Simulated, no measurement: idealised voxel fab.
process module | voxel trench capacitor
cross-section cut | 285 nm wide | cells 5 nm
A cross-section is a grid of square cells, given in bands from the top down. A band is one or more rows of cells.
Each band's line starts with the height of the band's top and of its bottom, in nm. Then come its materials from left to right, each with its width in nm. One material with "throughout" fills the band from edge to edge. "air" is empty space.
Height 0 is the level under which the wafer as received is all one material. The lowest band goes on downwards, as in "0 down".
A width such as "30 to 40" changes by the same amount from each row of cells to the next, from the band's top row to its bottom row.
"no change" after a step means that no cell of the cross-section changed.
closed voids: empty space of 8 cells or more with no open way to the top, each as width x height at its distance from the left edge, in nm
after a step's settings: what the simulator itself notes on the step
overlay nm, on a step with a mask: how far to the right of its planned place the mask lay; to the left if negative
plan
1 op RECEIVE | material Si
2 op CONFORMAL_DEP | material SiN | thk nm 10
3 op DIRECTIONAL_DEP | material aC | thk nm 10
4 op PATTERN | tone open | mask id TRENCH | material resist | width nm 25 | pitch nm 50 | thk nm 30 | overlay nm 0
5 op DIRECTIONAL_ETCH | etch materials aC | depth nm 10
6 op STRIP | etch materials resist
7 op DIRECTIONAL_ETCH | etch materials SiN | depth nm 10
8 op DIRECTIONAL_ETCH | etch materials Si | depth nm 30
9 op STRIP | etch materials aC
10 op CONFORMAL_DEP | material SiO2 | thk nm 5
11 op FILL_DEP | material polySi | thk nm 10
12 op CMP | height nm 10
as received, after step 1
  0 down: Si throughout
  closed voids: none
first wafer at the end, as planned
  10 to 0: SiN 105 | SiO2 5 | polySi 15 | SiO2 5 | SiN 25 | SiO2 5 | polySi 15 | SiO2 5 | SiN 105
  0 to -25: Si 105 | SiO2 5 | polySi 15 | SiO2 5 | Si 25 | SiO2 5 | polySi 15 | SiO2 5 | Si 105
  -25 to -30: Si 105 | SiO2 25 | Si 25 | SiO2 25 | Si 105
  -30 down: Si throughout
  closed voids: none
second wafer at the end: like start, like plan, one mistake
  10 to 0: polySi 100 | SiO2 5 | SiN 25 | SiO2 5 | polySi 15 | SiO2 5 | SiN 25 | SiO2 5 | polySi 100
  0 to -25: polySi 100 | SiO2 5 | Si 25 | SiO2 5 | polySi 15 | SiO2 5 | Si 25 | SiO2 5 | polySi 100
  -25 to -30: SiO2 105 | Si 25 | SiO2 25 | Si 25 | SiO2 105
  -30 down: Si throughout
  closed voids: none
what went wrong: step 4 ran as: op PATTERN | tone cover | mask id TRENCH | material resist | width nm 25 | pitch nm 50 | thk nm 30 | overlay nm 0
at the end the second wafer has, in cells: 222 fewer of Si | 74 fewer of SiN | 37 more of SiO2 | 259 more of polySi
